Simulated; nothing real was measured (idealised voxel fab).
The process module that follows is named voxel self aligned vias.
The cross-section on display is named cut; it measures 280 nm wide, and its cells are 5 nm squares.
Cross-section spec: square-cell grid; bands listed top down; each band is one or more rows. This entry defines a band. It first specifies the height of the band's top and the height of its bottom in nm, and then specifies the band's materials from left to right, stating each material with its width in nm. The word "throughout" identifies a single material that fills the band from edge to edge, while the word "blank" identifies empty space. Below 0: as-received wafer, all one material; heights counted from there. Lowest band: no bottom, goes on down, written "z 0 and below". It should be noted that a width expressed as "30->40" varies in equal increments from row to row of cells within the band, taking the value of the first number at the top row and that of the second number at the bottom row. No cell of the cross-section changed in a step that is given as "no alterations made". The list in "Sealed void inventory" covers empty spaces of 8 cells or more that cannot reach the top through any open way, and it gives each as width x height at distance; the distance is from the left edge, and width, height and distance are in nm. Formally, on a step line, whatever follows the settings is a remark that the simulator itself makes on the step. "overlay nm" answers the question of how far to the right of plan the mask lay on a step that has a mask, and when it is negative the answer is to the left.

-- Steps planned for the process
- 1: RECEIVE [material Si]
- 2: CONFORMAL_DEP [material SiO2] [thk nm 10]
- 3: CONFORMAL_DEP [material SiCN] [thk nm 5]
- 4: DIRECTIONAL_DEP [material lowk] [thk nm 25]
- 5: MASKED_ETCH [tone open] [mask id LINES] [width nm 20] [pitch nm 45] [etch materials lowk] [depth nm 25] [overlay nm 0]
- 6: CONFORMAL_DEP [material TiN] [thk nm 5]
- 7: FILL_DEP [material W] [thk nm 10]
- 8: CMP [height nm 40]
- 9: SELECTIVE_ETCH [etch materials W Ru TiN] [depth nm 5]
- 10: FILL_DEP [material SiN] [thk nm 5]
- 11: CMP [height nm 40]
- 12: DIRECTIONAL_DEP [material lowk] [thk nm 15]
- 13: PATTERN [tone open] [mask id VIAS] [material resist] [width nm 30] [thk nm 20] [overlay nm 0]
- 14: DIRECTIONAL_ETCH [etch materials lowk] [depth nm 15]
- 15: DIRECTIONAL_ETCH [etch materials SiN] [depth nm 5]
- 16: STRIP [etch materials resist]
- 17: CONFORMAL_DEP [material TiN] [thk nm 5]
- 18: FILL_DEP [material Ru] [thk nm 10]
- 19: CMP [height nm 55]
- 20: CONFORMAL_DEP [material SiCN] [thk nm 5]

-- As received (post step 1): cross-section
	z 0 and below: Si throughout
	Sealed void inventory: none

-- End-of-module XS, first of two wafers, run as planned
	z 60 to 55: SiCN throughout
	z 55 to 45: 100 nm lowk, then 5 nm TiN, then 20 nm Ru, then 5 nm TiN, then 150 nm lowk
	z 45 to 40: 100 nm lowk, then 10 nm TiN, then 10 nm Ru, then 10 nm TiN, then 150 nm lowk
	z 40 to 35: 105 nm lowk, then 20 nm TiN, then 25 nm lowk, then 20 nm SiN, then 110 nm lowk
	z 35 to 20: 105 nm lowk, then 5 nm TiN, then 10 nm W, then 5 nm TiN, then 25 nm lowk, then 5 nm TiN, then 10 nm W, then 5 nm TiN, then 110 nm lowk
	z 20 to 15: 105 nm lowk, then 20 nm TiN, then 25 nm lowk, then 20 nm TiN, then 110 nm lowk
	z 15 to 10: SiCN throughout
	z 10 to 0: SiO2 throughout
	z 0 and below: Si throughout
	Sealed void inventory: none

-- Module end: cross-section of wafer two of two. Same start and process plan as the first wafer. One mistake during execution
	z 60 to 55: SiCN throughout
	z 55 to 40: 100 nm lowk, then 5 nm TiN, then 20 nm Ru, then 5 nm TiN, then 150 nm lowk
	z 40 to 35: 100 nm lowk, then 30 nm TiN, then 20 nm lowk, then 20 nm SiN, then 110 nm lowk
	z 35 to 25: 100 nm lowk, then 10 nm TiN, then 10 nm W, then 10 nm TiN, then 20 nm lowk, then 5 nm TiN, then 10 nm W, then 5 nm TiN, then 110 nm lowk
	z 25 to 20: 105 nm lowk, then 5 nm TiN, then 10 nm W, then 5 nm TiN, then 25 nm lowk, then 5 nm TiN, then 10 nm W, then 5 nm TiN, then 110 nm lowk
	z 20 to 15: 105 nm lowk, then 20 nm TiN, then 25 nm lowk, then 20 nm TiN, then 110 nm lowk
	z 15 to 10: SiCN throughout
	z 10 to 0: SiO2 throughout
	z 0 and below: Si throughout
	Sealed void inventory: none
Short version of what went wrong: step 14 of the plan was twice carried out
Final wafer comparison in cells, second versus first, more or fewer per material: Ru +2, TiN +4, lowk -6
